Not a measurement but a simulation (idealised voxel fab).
process module | voxel trench capacitor
cross-section cut | 160 nm wide | cells 5 nm
A cross-section is a grid of square cells, given in bands from the top down. A band is one or more rows of cells.
Each band's line starts with the height of the band's top and of its bottom, in nm. Then come its materials from left to right, each with its width in nm. One material with "throughout" fills the band from edge to edge. "air" is empty space.
Height 0 is the level under which the wafer as received is all one material. The lowest band goes on downwards, as in "0 down".
A width such as "30 to 40" changes by the same amount from each row of cells to the next, from the band's top row to its bottom row.
"no change" after a step means that no cell of the cross-section changed.
closed voids: empty space of 8 cells or more with no open way to the top, each as width x height at its distance from the left edge, in nm
after a step's settings: what the simulator itself notes on the step
overlay nm, on a step with a mask: how far to the right of its planned place the mask lay; to the left if negative
plan
1 op RECEIVE | material Si
2 op CONFORMAL_DEP | material SiN | thk nm 10
3 op MASKED_ETCH | tone open | mask id TRENCH | width nm 30 | pitch nm 45 | etch materials SiN | depth nm 10 | overlay nm 0
4 op MASKED_ETCH | tone open | mask id TRENCH | width nm 30 | pitch nm 45 | etch materials Si | depth nm 40 | overlay nm 0
5 op CONFORMAL_DEP | material Al2O3 | thk nm 5
6 op CONFORMAL_DEP | material TiN | thk nm 5
7 op FILL_DEP | material W | thk nm 5
8 op CMP | height nm 10
as received, after step 1
  0 down: Si throughout
  closed voids: none
a wafer at the end: this start, this plan, one mistake
  20 to 15: TiN 50 | W 10 | TiN 35 | W 10 | TiN 55
  15 to 10: Al2O3 45 | TiN 5 | W 10 | TiN 5 | Al2O3 25 | TiN 5 | W 10 | TiN 5 | Al2O3 50
  10 to 0: SiN 40 | Al2O3 5 | TiN 5 | W 10 | TiN 5 | Al2O3 5 | SiN 15 | Al2O3 5 | TiN 5 | W 10 | TiN 5 | Al2O3 5 | SiN 45
  0 to -30: Si 40 | Al2O3 5 | TiN 5 | W 10 | TiN 5 | Al2O3 5 | Si 15 | Al2O3 5 | TiN 5 | W 10 | TiN 5 | Al2O3 5 | Si 45
  -30 to -35: Si 40 | Al2O3 5 | TiN 20 | Al2O3 5 | Si 15 | Al2O3 5 | TiN 20 | Al2O3 5 | Si 45
  -35 to -40: Si 40 | Al2O3 30 | Si 15 | Al2O3 30 | Si 45
  -40 down: Si throughout
  closed voids: none
what went wrong: step 8 ran as: op CMP | height nm 20
